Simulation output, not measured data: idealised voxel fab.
Name of the process module below: voxel wiring stack
cross-section cut | 295 nm wide | cells 5 nm
Cross-section spec: square-cell grid; bands listed top down; each band is one or more rows.
Band entry format. Leading values: height of top, height of bottom, nm. Remainder: materials in left-to-right order, each with its width in nm. Special words: "full width" on a single material, which then fills the band edge to edge; "empty", empty space.
Beneath 0, the wafer as received is one material, and that level is where height counting begins. The lowest band goes on downward without a bottom; it is written like "0..down".
Width: "30 to 40" (first number = top row, second number = bottom row, same change from row to row of cells).
You'll sometimes find "nothing was modified" written for a step, and that's the way of saying that nowhere in the cross-section did a cell change during that step.
The entry "Entrapped void list" lists the empty spaces that cover at least 8 cells and have no open path to the top. Each is written as width x height at distance, where the distance is measured from the left edge and all three values are in nm.
Read whatever lies past the settings on a step's line as the simulator's own remark about the step.
Each step line may optionally specify "overlay nm", which for a step with a mask gives the rightward distance between the mask's planned place and where it lay, a negative value indicating the leftward direction.

Intended process steps:
1,RECEIVE, material Si
2,CONFORMAL_DEP, material SiO2, thk nm 10
3,CONFORMAL_DEP, material SiCN, thk nm 5
4,DIRECTIONAL_DEP, material lowk, thk nm 25
5,PATTERN, tone open, mask id METAL_1, material resist, width nm 25, pitch nm 45, thk nm 15, overlay nm 0
6,DIRECTIONAL_ETCH, etch materials lowk, depth nm 25
7,DIRECTIONAL_ETCH, etch materials SiCN, depth nm 5
8,STRIP, etch materials resist
9,CONFORMAL_DEP, material TiN, thk nm 5
10,FILL_DEP, material Cu, thk nm 5
11,CMP, height nm 40
12,CONFORMAL_DEP, material SiCN, thk nm 5
13,DIRECTIONAL_DEP, material lowk, thk nm 15
14,DIRECTIONAL_DEP, material aC, thk nm 15
15,PATTERN, tone open, mask id PLUG_1, material resist, width nm 15, thk nm 35, overlay nm 0
16,DIRECTIONAL_ETCH, etch materials aC, depth nm 15
17,STRIP, etch materials resist
18,DIRECTIONAL_ETCH, etch materials lowk, depth nm 15
19,DIRECTIONAL_ETCH, etch materials SiCN, depth nm 5
20,STRIP, etch materials aC
21,EPI, material Ru, thk nm 10
22,EPI, material Ru, thk nm 10
23,CONFORMAL_DEP, material SiCN, thk nm 5
24,DIRECTIONAL_DEP, material lowk, thk nm 15
25,PATTERN, tone open, mask id METAL_2, material resist, width nm 25, pitch nm 45, thk nm 20, overlay nm 0
26,DIRECTIONAL_ETCH, etch materials lowk, depth nm 15
27,DIRECTIONAL_ETCH, etch materials SiCN, depth nm 5
28,STRIP, etch materials resist
29,CONFORMAL_DEP, material TiN, thk nm 5
30,FILL_DEP, material Ru, thk nm 5
31,CMP, height nm 80
32,CONFORMAL_DEP, material SiCN, thk nm 5
33,DIRECTIONAL_DEP, material SiO2, thk nm 20
34,PATTERN, tone open, mask id PLUG_2, material resist, width nm 15, thk nm 20, overlay nm 0
35,DIRECTIONAL_ETCH, etch materials SiO2, depth nm 20
36,DIRECTIONAL_ETCH, etch materials SiCN, depth nm 5
37,STRIP, etch materials resist
38,CONFORMAL_DEP, material TiN, thk nm 5
39,FILL_DEP, material Cu, thk nm 5
40,CMP, height nm 105
41,DIRECTIONAL_DEP, material TiN, thk nm 5
42,DIRECTIONAL_DEP, material Ru, thk nm 25
43,DIRECTIONAL_DEP, material aC, thk nm 10
44,PATTERN, tone cover, mask id METAL_3, material resist, width nm 25, pitch nm 45, thk nm 25, overlay nm 0
45,DIRECTIONAL_ETCH, etch materials aC, depth nm 10
46,STRIP, etch materials resist
47,DIRECTIONAL_ETCH, etch materials Ru, depth nm 25
48,DIRECTIONAL_ETCH, etch materials TiN, depth nm 5
49,STRIP, etch materials aC
50,CONFORMAL_DEP, material SiN, thk nm 5
51,FILL_DEP, material SiO2, thk nm 5
52,CMP, height nm 135
53,CONFORMAL_DEP, material SiN, thk nm 5

As-received wafer cross-section (after step 1):
  0..down  Si full width
  Entrapped void list: none

Post-module cross-section of the first of two wafers (run per plan):
  140..135  SiN full width
  135..110  SiO2=105 / SiN=5 / Ru=25 / SiN=5 / SiO2=10 / SiN=5 / Ru=25 / SiN=5 / SiO2=110
  110..105  SiN=110 / TiN=25 / SiN=20 / TiN=25 / SiN=115
  105..85  SiO2=110 / TiN=5 / Cu=5 / TiN=5 / SiO2=170
  85..80  SiCN=110 / TiN=15 / SiCN=170
  80..65  lowk=110 / TiN=5 / Ru=15 / TiN=5 / lowk=20 / TiN=5 / Ru=15 / TiN=5 / lowk=115
  65..60  SiCN=110 / TiN=25 / SiCN=20 / TiN=25 / SiCN=115
  60..45  lowk=110 / Ru=15 / lowk=170
  45..40  SiCN=110 / Ru=15 / SiCN=170
  40..15  lowk=110 / TiN=5 / Cu=15 / TiN=5 / lowk=20 / TiN=5 / Cu=15 / TiN=5 / lowk=115
  15..10  SiCN=110 / TiN=25 / SiCN=20 / TiN=25 / SiCN=115
  10..0  SiO2 full width
  0..down  Si full width
  Entrapped void list: none

Cross-sectional view of the second of two wafers upon completion of the module. This wafer shared its starting condition and process plan with the first; one error was made during its execution:
  140..135  SiN full width
  135..110  SiO2=105 / SiN=5 / Ru=25 / SiN=5 / SiO2=10 / SiN=5 / Ru=25 / SiN=5 / SiO2=110
  110..105  SiN=110 / TiN=25 / SiN=20 / TiN=25 / SiN=115
  105..85  SiO2=110 / TiN=5 / Cu=5 / TiN=5 / SiO2=170
  85..80  SiCN=110 / TiN=15 / SiCN=170
  80..65  lowk=110 / TiN=5 / Ru=15 / TiN=5 / lowk=20 / TiN=5 / Ru=15 / TiN=5 / lowk=115
  65..60  SiCN=110 / TiN=25 / SiCN=20 / TiN=25 / SiCN=115
  60..45  lowk=110 / Ru=15 / lowk=170
  45..40  SiCN=110 / Ru=15 / SiCN=170
  40..35  Cu full width
  35..30  TiN=115 / Cu=15 / TiN=30 / Cu=15 / TiN=120
  30..5  lowk=110 / TiN=5 / Cu=15 / TiN=5 / lowk=20 / TiN=5 / Cu=15 / TiN=5 / lowk=115
  5..0  SiCN=110 / TiN=25 / SiCN=20 / TiN=25 / SiCN=115
  0..down  Si full width
  Entrapped void list: none
What went wrong in running the wafer? step 2 of the plan: omitted, not performed
Final difference in cells, second wafer against first, listed per material as more or fewer: 65 more of Cu, 118 fewer of SiO2, 53 more of TiN
